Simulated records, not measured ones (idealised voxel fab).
process module | voxel gate over fins
cross-section cut | 210 nm wide | cells 5 nm
A cross-section is a grid of square cells, given in bands from the top down. A band is one or more rows of cells.
Each band's line starts with the height of the band's top and of its bottom, in nm. Then come its materials from left to right, each with its width in nm. One material with "throughout" fills the band from edge to edge. "air" is empty space.
Height 0 is the level under which the wafer as received is all one material. The lowest band goes on downwards, as in "0 down".
A width such as "30 to 40" changes by the same amount from each row of cells to the next, from the band's top row to its bottom row.
"no change" after a step means that no cell of the cross-section changed.
closed voids: empty space of 8 cells or more with no open way to the top, each as width x height at its distance from the left edge, in nm
after a step's settings: what the simulator itself notes on the step
overlay nm, on a step with a mask: how far to the right of its planned place the mask lay; to the left if negative
plan
1 op RECEIVE | material Si
2 op CONFORMAL_DEP | material SiN | thk nm 5
3 op DIRECTIONAL_DEP | material aC | thk nm 10
4 op PATTERN | tone cover | mask id FINS | material resist | width nm 15 | pitch nm 45 | thk nm 30 | overlay nm 0
5 op DIRECTIONAL_ETCH | etch materials aC | depth nm 10
6 op STRIP | etch materials resist
7 op DIRECTIONAL_ETCH | etch materials SiN | depth nm 5
8 op DIRECTIONAL_ETCH | etch materials Si | depth nm 35
9 op STRIP | etch materials aC
10 op OXIDIZE | depth nm 5
11 op FILL_DEP | material SiO2 | thk nm 15
12 op CMP | height nm 5
13 op SELECTIVE_ETCH | etch materials SiO2 | depth nm 20
14 op STRIP | etch materials SiN
15 op CONFORMAL_DEP | material HfO2 | thk nm 5
16 op CONFORMAL_DEP | material TiN | thk nm 5
17 op FILL_DEP | material W | thk nm 10
18 op CMP | height nm 15
19 op CONFORMAL_DEP | material SiN | thk nm 10
first wafer, as planned
as received, after step 1
  0 down: Si throughout
  closed voids: none
after step 2
  5 to 0: SiN throughout
  below 0: unchanged
after step 3
  15 to 5: aC throughout
  below 5: unchanged
after step 4
  45 to 15: air 50 | resist 15 | air 30 | resist 15 | air 30 | resist 15 | air 55
  below 15: unchanged
after step 5
  35 to 15: air 50 | resist 15 | air 30 | resist 15 | air 30 | resist 15 | air 55
  15 to 5: air 50 | aC 15 | air 30 | aC 15 | air 30 | aC 15 | air 55
  below 5: unchanged
after step 6
  15 to 5: air 50 | aC 15 | air 30 | aC 15 | air 30 | aC 15 | air 55
  below 5: unchanged
after step 7
  15 to 5: air 50 | aC 15 | air 30 | aC 15 | air 30 | aC 15 | air 55
  5 to 0: air 50 | SiN 15 | air 30 | SiN 15 | air 30 | SiN 15 | air 55
  below 0: unchanged
after step 8
  15 to 5: air 50 | aC 15 | air 30 | aC 15 | air 30 | aC 15 | air 55
  5 to 0: air 50 | SiN 15 | air 30 | SiN 15 | air 30 | SiN 15 | air 55
  0 to -35: air 50 | Si 15 | air 30 | Si 15 | air 30 | Si 15 | air 55
  below -35: unchanged
after step 9
  5 to 0: air 50 | SiN 15 | air 30 | SiN 15 | air 30 | SiN 15 | air 55
  below 0: unchanged
after step 10
  5 to 0: air 50 | SiN 15 | air 30 | SiN 15 | air 30 | SiN 15 | air 55
  0 to -35: air 50 | SiO2 5 | Si 5 | SiO2 5 | air 30 | SiO2 5 | Si 5 | SiO2 5 | air 30 | SiO2 5 | Si 5 | SiO2 5 | air 55
  -35 to -40: SiO2 55 | Si 5 | SiO2 40 | Si 5 | SiO2 40 | Si 5 | SiO2 60
  below -40: unchanged
after step 11
  20 to 5: SiO2 throughout
  5 to 0: SiO2 50 | SiN 15 | SiO2 30 | SiN 15 | SiO2 30 | SiN 15 | SiO2 55
  0 to -40: SiO2 55 | Si 5 | SiO2 40 | Si 5 | SiO2 40 | Si 5 | SiO2 60
  below -40: unchanged
after step 12
  5 to 0: SiO2 50 | SiN 15 | SiO2 30 | SiN 15 | SiO2 30 | SiN 15 | SiO2 55
  below 0: unchanged
after step 13
  5 to 0: air 50 | SiN 15 | air 30 | SiN 15 | air 30 | SiN 15 | air 55
  0 to -15: air 55 | Si 5 | air 40 | Si 5 | air 40 | Si 5 | air 60
  below -15: unchanged
after step 14
  0 to -15: air 55 | Si 5 | air 40 | Si 5 | air 40 | Si 5 | air 60
  below -15: unchanged
after step 15
  5 to 0: air 50 | HfO2 15 | air 30 | HfO2 15 | air 30 | HfO2 15 | air 55
  0 to -10: air 50 | HfO2 5 | Si 5 | HfO2 5 | air 30 | HfO2 5 | Si 5 | HfO2 5 | air 30 | HfO2 5 | Si 5 | HfO2 5 | air 55
  -10 to -15: HfO2 55 | Si 5 | HfO2 40 | Si 5 | HfO2 40 | Si 5 | HfO2 60
  below -15: unchanged
after step 16
  10 to 5: air 45 | TiN 25 | air 20 | TiN 25 | air 20 | TiN 25 | air 50
  5 to 0: air 45 | TiN 5 | HfO2 15 | TiN 5 | air 20 | TiN 5 | HfO2 15 | TiN 5 | air 20 | TiN 5 | HfO2 15 | TiN 5 | air 50
  0 to -5: air 45 | TiN 5 | HfO2 5 | Si 5 | HfO2 5 | TiN 5 | air 20 | TiN 5 | HfO2 5 | Si 5 | HfO2 5 | TiN 5 | air 20 | TiN 5 | HfO2 5 | Si 5 | HfO2 5 | TiN 5 | air 50
  -5 to -10: TiN 50 | HfO2 5 | Si 5 | HfO2 5 | TiN 30 | HfO2 5 | Si 5 | HfO2 5 | TiN 30 | HfO2 5 | Si 5 | HfO2 5 | TiN 55
  below -10: unchanged
after step 17
  20 to 10: W throughout
  10 to 5: W 45 | TiN 25 | W 20 | TiN 25 | W 20 | TiN 25 | W 50
  5 to 0: W 45 | TiN 5 | HfO2 15 | TiN 5 | W 20 | TiN 5 | HfO2 15 | TiN 5 | W 20 | TiN 5 | HfO2 15 | TiN 5 | W 50
  0 to -5: W 45 | TiN 5 | HfO2 5 | Si 5 | HfO2 5 | TiN 5 | W 20 | TiN 5 | HfO2 5 | Si 5 | HfO2 5 | TiN 5 | W 20 | TiN 5 | HfO2 5 | Si 5 | HfO2 5 | TiN 5 | W 50
  below -5: unchanged
after step 18
  15 to 10: W throughout
  below 10: unchanged
after step 19
  25 to 15: SiN throughout
  below 15: unchanged
second wafer: like start, like plan, one mistake. Through step 3 it matches the first wafer
when step 4 should have ended
  45 to 15: air 45 | resist 25 | air 20 | resist 25 | air 20 | resist 25 | air 50
  below 15: unchanged
when step 5 should have ended
  35 to 15: air 45 | resist 25 | air 20 | resist 25 | air 20 | resist 25 | air 50
  15 to 5: air 45 | aC 25 | air 20 | aC 25 | air 20 | aC 25 | air 50
  below 5: unchanged
when step 6 should have ended
  15 to 5: air 45 | aC 25 | air 20 | aC 25 | air 20 | aC 25 | air 50
  below 5: unchanged
when step 7 should have ended
  15 to 5: air 45 | aC 25 | air 20 | aC 25 | air 20 | aC 25 | air 50
  5 to 0: air 45 | SiN 25 | air 20 | SiN 25 | air 20 | SiN 25 | air 50
  below 0: unchanged
when step 8 should have ended
  15 to 5: air 45 | aC 25 | air 20 | aC 25 | air 20 | aC 25 | air 50
  5 to 0: air 45 | SiN 25 | air 20 | SiN 25 | air 20 | SiN 25 | air 50
  0 to -35: air 45 | Si 25 | air 20 | Si 25 | air 20 | Si 25 | air 50
  below -35: unchanged
when step 9 should have ended
  5 to 0: air 45 | SiN 25 | air 20 | SiN 25 | air 20 | SiN 25 | air 50
  below 0: unchanged
when step 10 should have ended
  5 to 0: air 45 | SiN 25 | air 20 | SiN 25 | air 20 | SiN 25 | air 50
  0 to -35: air 45 | SiO2 5 | Si 15 | SiO2 5 | air 20 | SiO2 5 | Si 15 | SiO2 5 | air 20 | SiO2 5 | Si 15 | SiO2 5 | air 50
  -35 to -40: SiO2 50 | Si 15 | SiO2 30 | Si 15 | SiO2 30 | Si 15 | SiO2 55
  below -40: unchanged
when step 11 should have ended
  20 to 5: SiO2 throughout
  5 to 0: SiO2 45 | SiN 25 | SiO2 20 | SiN 25 | SiO2 20 | SiN 25 | SiO2 50
  0 to -40: SiO2 50 | Si 15 | SiO2 30 | Si 15 | SiO2 30 | Si 15 | SiO2 55
  below -40: unchanged
when step 12 should have ended
  5 to 0: SiO2 45 | SiN 25 | SiO2 20 | SiN 25 | SiO2 20 | SiN 25 | SiO2 50
  below 0: unchanged
when step 13 should have ended
  5 to 0: air 45 | SiN 25 | air 20 | SiN 25 | air 20 | SiN 25 | air 50
  0 to -15: air 50 | Si 15 | air 30 | Si 15 | air 30 | Si 15 | air 55
  below -15: unchanged
when step 14 should have ended
  0 to -15: air 50 | Si 15 | air 30 | Si 15 | air 30 | Si 15 | air 55
  below -15: unchanged
when step 15 should have ended
  5 to 0: air 45 | HfO2 25 | air 20 | HfO2 25 | air 20 | HfO2 25 | air 50
  0 to -10: air 45 | HfO2 5 | Si 15 | HfO2 5 | air 20 | HfO2 5 | Si 15 | HfO2 5 | air 20 | HfO2 5 | Si 15 | HfO2 5 | air 50
  -10 to -15: HfO2 50 | Si 15 | HfO2 30 | Si 15 | HfO2 30 | Si 15 | HfO2 55
  below -15: unchanged
when step 16 should have ended
  10 to 5: air 40 | TiN 35 | air 10 | TiN 35 | air 10 | TiN 35 | air 45
  5 to 0: air 40 | TiN 5 | HfO2 25 | TiN 5 | air 10 | TiN 5 | HfO2 25 | TiN 5 | air 10 | TiN 5 | HfO2 25 | TiN 5 | air 45
  0 to -5: air 40 | TiN 5 | HfO2 5 | Si 15 | HfO2 5 | TiN 5 | air 10 | TiN 5 | HfO2 5 | Si 15 | HfO2 5 | TiN 5 | air 10 | TiN 5 | HfO2 5 | Si 15 | HfO2 5 | TiN 5 | air 45
  -5 to -10: TiN 45 | HfO2 5 | Si 15 | HfO2 5 | TiN 20 | HfO2 5 | Si 15 | HfO2 5 | TiN 20 | HfO2 5 | Si 15 | HfO2 5 | TiN 50
  below -10: unchanged
when step 17 should have ended
  20 to 10: W throughout
  10 to 5: W 40 | TiN 35 | W 10 | TiN 35 | W 10 | TiN 35 | W 45
  5 to 0: W 40 | TiN 5 | HfO2 25 | TiN 5 | W 10 | TiN 5 | HfO2 25 | TiN 5 | W 10 | TiN 5 | HfO2 25 | TiN 5 | W 45
  0 to -5: W 40 | TiN 5 | HfO2 5 | Si 15 | HfO2 5 | TiN 5 | W 10 | TiN 5 | HfO2 5 | Si 15 | HfO2 5 | TiN 5 | W 10 | TiN 5 | HfO2 5 | Si 15 | HfO2 5 | TiN 5 | W 45
  below -5: unchanged
when step 18 should have ended
  15 to 10: W throughout
  below 10: unchanged
when step 19 should have ended
  25 to 15: SiN throughout
  below 15: unchanged
what went wrong: step 4 ran as: op PATTERN | tone cover | mask id FINS | material resist | width nm 25 | pitch nm 45 | thk nm 30 | overlay nm 0
at the end the second wafer has, in cells: 48 more of Si | 30 fewer of SiO2 | 18 fewer of W
